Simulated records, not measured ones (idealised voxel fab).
Module name: voxel wiring stack (process module)
cross-section cut | 200 nm wide | cells 5 nm
Throughout this document, each cross-section is represented as a grid of square cells and is presented as a sequence of bands enumerated from the top downward, where a band comprises one or more rows of cells.
Per band: top height and bottom height in nm, followed by the left-to-right materials and their widths in nm; "throughout" marks a single material spanning edge to edge, "blank" marks empty space.
Height reference: 0 = level under which incoming wafer is all one material. Lowest band: no bottom, runs on downward, e.g. "0 nm and below".
Per-row width for "30->40": begins at first number (top row of band), ends at second number (bottom row), increment between rows held constant.
Reading "identical to before" for a step: not a cell of the cross-section changed in it.
If an empty space has no open way to the top and is at least 8 cells in size, "Unvented voids" lists it, written width x height at distance, where distance is measured from the left edge and every value is in nm.
It should be noted that, on the line of a given step, the content following the step's settings is a remark produced by the simulator itself with respect to that step.
A step line may carry the setting "overlay nm", which, for steps involving a mask, states the distance by which the mask lay to the right of its intended position; negative values denote displacement to the left.

# So here's the lineup of process steps we planned
1,RECEIVE: material Si
2,CONFORMAL_DEP: material SiO2, thk nm 15
3,CONFORMAL_DEP: material SiN, thk nm 5
4,DIRECTIONAL_DEP: material SiO2, thk nm 15
5,DIRECTIONAL_DEP: material aC, thk nm 15
6,PATTERN: tone open, mask id METAL_1, material resist, width nm 25, pitch nm 55, thk nm 30, overlay nm 0
7,DIRECTIONAL_ETCH: etch materials aC, depth nm 15
8,STRIP: etch materials resist
9,DIRECTIONAL_ETCH: etch materials SiO2, depth nm 15
10,DIRECTIONAL_ETCH: etch materials SiN, depth nm 5
11,STRIP: etch materials aC
12,CONFORMAL_DEP: material TiN, thk nm 5
13,FILL_DEP: material Cu, thk nm 5
14,CMP: height nm 35
15,EPI: material Ru, thk nm 5
16,FILL_DEP: material SiCN, thk nm 5
17,DIRECTIONAL_DEP: material lowk, thk nm 20
18,DIRECTIONAL_DEP: material aC, thk nm 15
19,PATTERN: tone open, mask id PLUG_1, material resist, width nm 15, pitch nm 110, thk nm 30, overlay nm 0
20,DIRECTIONAL_ETCH: etch materials aC, depth nm 15
21,STRIP: etch materials resist
22,DIRECTIONAL_ETCH: etch materials lowk, depth nm 20
23,DIRECTIONAL_ETCH: etch materials SiCN, depth nm 5
24,STRIP: etch materials aC
25,EPI: material Ru, thk nm 10
26,EPI: material Ru, thk nm 10
27,EPI: material Ru, thk nm 5
28,CONFORMAL_DEP: material SiN, thk nm 5
29,DIRECTIONAL_DEP: material lowk, thk nm 20
30,MASKED_ETCH: tone open, mask id METAL_2, width nm 25, pitch nm 55, etch materials lowk, depth nm 20, overlay nm 0
31,MASKED_ETCH: tone open, mask id METAL_2, width nm 25, pitch nm 55, etch materials SiN, depth nm 5, overlay nm 0
32,CONFORMAL_DEP: material TiN, thk nm 5
33,FILL_DEP: material Ru, thk nm 5
34,CMP: height nm 90
35,EPI: material Ru, thk nm 5
36,FILL_DEP: material SiCN, thk nm 5
37,DIRECTIONAL_DEP: material lowk, thk nm 30
38,PATTERN: tone open, mask id METAL_3_HOLES, material resist, width nm 15, pitch nm 110, thk nm 15, overlay nm 0
39,DIRECTIONAL_ETCH: etch materials lowk, depth nm 30
40,STRIP: etch materials resist
41,MASKED_ETCH: tone open, mask id METAL_3, width nm 25, pitch nm 55, etch materials lowk, depth nm 15, overlay nm 0
42,MASKED_ETCH: tone open, mask id METAL_3, width nm 25, pitch nm 55, etch materials SiCN, depth nm 5, overlay nm 0
43,CONFORMAL_DEP: material TiN, thk nm 5
44,FILL_DEP: material Cu, thk nm 10
45,CMP: height nm 130
46,CONFORMAL_DEP: material SiCN, thk nm 5
47,DIRECTIONAL_DEP: material SiO2, thk nm 20
48,MASKED_ETCH: tone open, mask id PLUG_3, width nm 15, pitch nm 110, etch materials SiO2, depth nm 20, overlay nm 0
49,MASKED_ETCH: tone open, mask id PLUG_3, width nm 15, pitch nm 110, etch materials SiCN, depth nm 5, overlay nm 0
50,EPI: material Ru, thk nm 10
51,EPI: material Ru, thk nm 10
52,EPI: material Ru, thk nm 5
53,CONFORMAL_DEP: material SiN, thk nm 5
54,DIRECTIONAL_DEP: material SiO2, thk nm 25
55,PATTERN: tone open, mask id METAL_4, material resist, width nm 25, pitch nm 55, thk nm 20, overlay nm 0
56,DIRECTIONAL_ETCH: etch materials SiO2, depth nm 25
57,DIRECTIONAL_ETCH: etch materials SiN, depth nm 5
58,STRIP: etch materials resist
59,CONFORMAL_DEP: material TiN, thk nm 5
60,FILL_DEP: material Cu, thk nm 5
61,CMP: height nm 185
62,CONFORMAL_DEP: material SiN, thk nm 5

# Here's what the wafer looked like in cross-section when it arrived - that's after step 1
    0 nm and below | Si throughout
    Unvented voids: none

# Same starting wafer, same plan as above, one mistake in the execution; this is the cross-section at the end of the module
    190 nm to 185 nm | SiN throughout
    185 nm to 160 nm | SiO2=30 | TiN=5 | Cu=15 | TiN=5 | SiO2=30 | TiN=5 | Cu=15 | TiN=5 | SiO2=30 | TiN=5 | Cu=15 | TiN=5 | SiO2=35
    160 nm to 155 nm | SiN=30 | TiN=25 | SiN=30 | TiN=25 | SiN=30 | TiN=25 | SiN=35
    155 nm to 135 nm | SiO2=30 | Ru=15 | SiO2=95 | Ru=15 | SiO2=45
    135 nm to 130 nm | SiCN=30 | Ru=15 | SiCN=95 | Ru=15 | SiCN=45
    130 nm to 120 nm | lowk=30 | TiN=5 | Cu=15 | TiN=5 | lowk=30 | TiN=5 | Cu=15 | TiN=5 | lowk=30 | TiN=5 | Cu=15 | TiN=5 | lowk=35
    120 nm to 115 nm | lowk=30 | TiN=5 | Cu=5 | TiN=15 | lowk=30 | TiN=25 | lowk=30 | TiN=5 | Cu=5 | TiN=15 | lowk=35
    115 nm to 100 nm | lowk=30 | TiN=5 | Cu=5 | TiN=5 | lowk=95 | TiN=5 | Cu=5 | TiN=5 | lowk=45
    100 nm to 95 nm | SiCN=30 | TiN=15 | SiCN=95 | TiN=15 | SiCN=45
    95 nm to 90 nm | SiCN=25 | Ru=35 | SiCN=20 | Ru=35 | SiCN=20 | Ru=35 | SiCN=30
    90 nm to 80 nm | lowk=30 | TiN=5 | Ru=15 | TiN=5 | lowk=30 | TiN=5 | Ru=15 | TiN=5 | lowk=30 | TiN=5 | Ru=15 | TiN=5 | lowk=35
    80 nm to 75 nm | lowk=15 | SiN=15 | TiN=25 | SiN=5 | lowk=25 | TiN=5 | Ru=15 | TiN=5 | lowk=15 | SiN=15 | TiN=25 | SiN=5 | lowk=30
    75 nm to 70 nm | lowk=15 | SiN=5 | Ru=35 | SiN=5 | lowk=25 | TiN=5 | Ru=15 | TiN=5 | lowk=15 | SiN=5 | Ru=35 | SiN=5 | lowk=30
    70 nm to 65 nm | SiN=20 | Ru=35 | SiN=30 | TiN=25 | SiN=20 | Ru=35 | SiN=35
    65 nm to 45 nm | lowk=30 | Ru=15 | lowk=95 | Ru=15 | lowk=45
    45 nm to 40 nm | SiCN=30 | Ru=15 | SiCN=95 | Ru=15 | SiCN=45
    40 nm to 35 nm | SiCN=25 | Ru=35 | SiCN=20 | Ru=35 | SiCN=20 | Ru=35 | SiCN=30
    35 nm to 20 nm | SiO2=30 | TiN=5 | Cu=15 | TiN=5 | SiO2=30 | TiN=5 | Cu=15 | TiN=5 | SiO2=30 | TiN=5 | Cu=15 | TiN=5 | SiO2=35
    20 nm to 15 nm | SiN=30 | TiN=25 | SiN=30 | TiN=25 | SiN=30 | TiN=25 | SiN=35
    15 nm to 0 nm | SiO2 throughout
    0 nm and below | Si throughout
    Unvented voids: none
Processing error: one of 25 and 26 ran twice, no way to know which since they are all identical
